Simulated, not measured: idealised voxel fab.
The process module that follows is named voxel ribs on slabs.
The width of the displayed cross-section, cut, is 240 nm; its cells are square, with a size of 5 nm.
Each cross-section below is a grid of square cells, stated as bands in top-down order, with one or more rows of cells making up each band. Heights first: top, then bottom, in nm. Then materials, left to right, each with a width in nm. "full width" on a single material: fills the band edge to edge. "blank": empty space. Height is counted from the level 0, under which the received wafer is composed throughout of one material. The lowest of the bands is not closed at the bottom but continues downward, in the notation "z 0 and below". The width entry "30 to 40" should be interpreted row by row: the top row of cells in the band takes the first number, the bottom row takes the second number, and the change between adjacent rows is uniform throughout. A step reported as "same as before" is a step in which no cell of the cross-section changed. Under "Enclosed internal voids" you'll find the enclosed gaps, the ones with no way out to the top, that are 8 cells or bigger; each reads width x height at distance, with distance counted from the left edge, everything in nm. Past the settings on a step's line: simulator remark, on that step. overlay nm: step with mask; distance mask lay right of planned place; negative value = left of planned place.
### Below is the list of planned process steps
1. RECEIVE: material Si
2. DIRECTIONAL_DEP: material SiO2, thk nm 30
3. DIRECTIONAL_DEP: material SiN, thk nm 20
4. MASKED_ETCH: tone cover, mask id RIB, width nm 30, etch materials SiN, depth nm 10, overlay nm 0
5. PATTERN: tone cover, mask id SLAB, material resist, width nm 70, thk nm 15, overlay nm 0
6. DIRECTIONAL_ETCH: etch materials SiN, depth nm 10
7. STRIP: etch materials resist
8. FILL_DEP: material SiO2, thk nm 25
9. CMP: height nm 65
10. DIRECTIONAL_DEP: material TiN, thk nm 5
11. MASKED_ETCH: tone cover, mask id HEATER, width nm 40, etch materials TiN, depth nm 5, overlay nm 0
12. CONFORMAL_DEP: material SiN, thk nm 10
### First out of two wafers; run went to plan
### As-received wafer cross-section (after step 1)
	z 0 and below = Si full width
	Enclosed internal voids: none
### Cross-section through the wafer, step 2 finished
	z 30 to 0 = SiO2 full width
	Unchanged below 0.
### Cross-section through the wafer, step 3 finished
	z 50 to 30 = SiN full width
	Unchanged below 30.
### Cross-section through the wafer, step 4 finished
	z 50 to 40 = 105 nm blank  30 nm SiN  105 nm blank
	Unchanged below 40.
### Cross-section through the wafer, step 5 finished
	z 65 to 50 = 85 nm blank  70 nm resist  85 nm blank
	z 50 to 40 = 85 nm blank  20 nm resist  30 nm SiN  20 nm resist  85 nm blank
	Unchanged below 40.
### Cross-section through the wafer, step 6 finished
	z 65 to 50 = 85 nm blank  70 nm resist  85 nm blank
	z 50 to 40 = 85 nm blank  20 nm resist  30 nm SiN  20 nm resist  85 nm blank
	z 40 to 30 = 85 nm blank  70 nm SiN  85 nm blank
	Unchanged below 30.
### Cross-section through the wafer, step 7 finished
	z 50 to 40 = 105 nm blank  30 nm SiN  105 nm blank
	Unchanged below 40.
### Cross-section through the wafer, step 8 finished
	z 75 to 50 = SiO2 full width
	z 50 to 40 = 105 nm SiO2  30 nm SiN  105 nm SiO2
	z 40 to 30 = 85 nm SiO2  70 nm SiN  85 nm SiO2
	Unchanged below 30.
### Cross-section through the wafer, step 9 finished
	z 65 to 50 = SiO2 full width
	Unchanged below 50.
### Cross-section through the wafer, step 10 finished
	z 70 to 65 = TiN full width
	Unchanged below 65.
### Cross-section through the wafer, step 11 finished
	z 70 to 65 = 100 nm blank  40 nm TiN  100 nm blank
	Unchanged below 65.
### Cross-section through the wafer, step 12 finished
	z 80 to 75 = 90 nm blank  60 nm SiN  90 nm blank
	z 75 to 70 = SiN full width
	z 70 to 65 = 100 nm SiN  40 nm TiN  100 nm SiN
	Unchanged below 65.
### Second Wafer (Identical Start and Plan, One Processing Error; Matches First Wafer Through Step 4)
### Second wafer, section view, time point: scheduled end of step 5
	z 65 to 50 = 90 nm blank  60 nm resist  90 nm blank
	z 50 to 40 = 90 nm blank  15 nm resist  30 nm SiN  15 nm resist  90 nm blank
	Unchanged below 40.
### Second wafer, section view, time point: scheduled end of step 6
	z 65 to 50 = 90 nm blank  60 nm resist  90 nm blank
	z 50 to 40 = 90 nm blank  15 nm resist  30 nm SiN  15 nm resist  90 nm blank
	z 40 to 30 = 90 nm blank  60 nm SiN  90 nm blank
	Unchanged below 30.
### Second wafer, section view, time point: scheduled end of step 7
	z 50 to 40 = 105 nm blank  30 nm SiN  105 nm blank
	Unchanged below 40.
### Second wafer, section view, time point: scheduled end of step 8
	z 75 to 50 = SiO2 full width
	z 50 to 40 = 105 nm SiO2  30 nm SiN  105 nm SiO2
	z 40 to 30 = 90 nm SiO2  60 nm SiN  90 nm SiO2
	Unchanged below 30.
### Second wafer, section view, time point: scheduled end of step 9
	z 65 to 50 = SiO2 full width
	Unchanged below 50.
### Second wafer, section view, time point: scheduled end of step 10
	z 70 to 65 = TiN full width
	Unchanged below 65.
### Second wafer, section view, time point: scheduled end of step 11
	z 70 to 65 = 100 nm blank  40 nm TiN  100 nm blank
	Unchanged below 65.
### Second wafer, section view, time point: scheduled end of step 12
	z 80 to 75 = 90 nm blank  60 nm SiN  90 nm blank
	z 75 to 70 = SiN full width
	z 70 to 65 = 100 nm SiN  40 nm TiN  100 nm SiN
	Unchanged below 65.
Want to know what went wrong? in deviation from the planned setting, step 5 was conducted as PATTERN: tone cover, mask id SLAB, material resist, width nm 60, thk nm 15, overlay nm 0
Materials where the second wafer ends with more or fewer cells than the first: -4 SiN; +4 SiO2
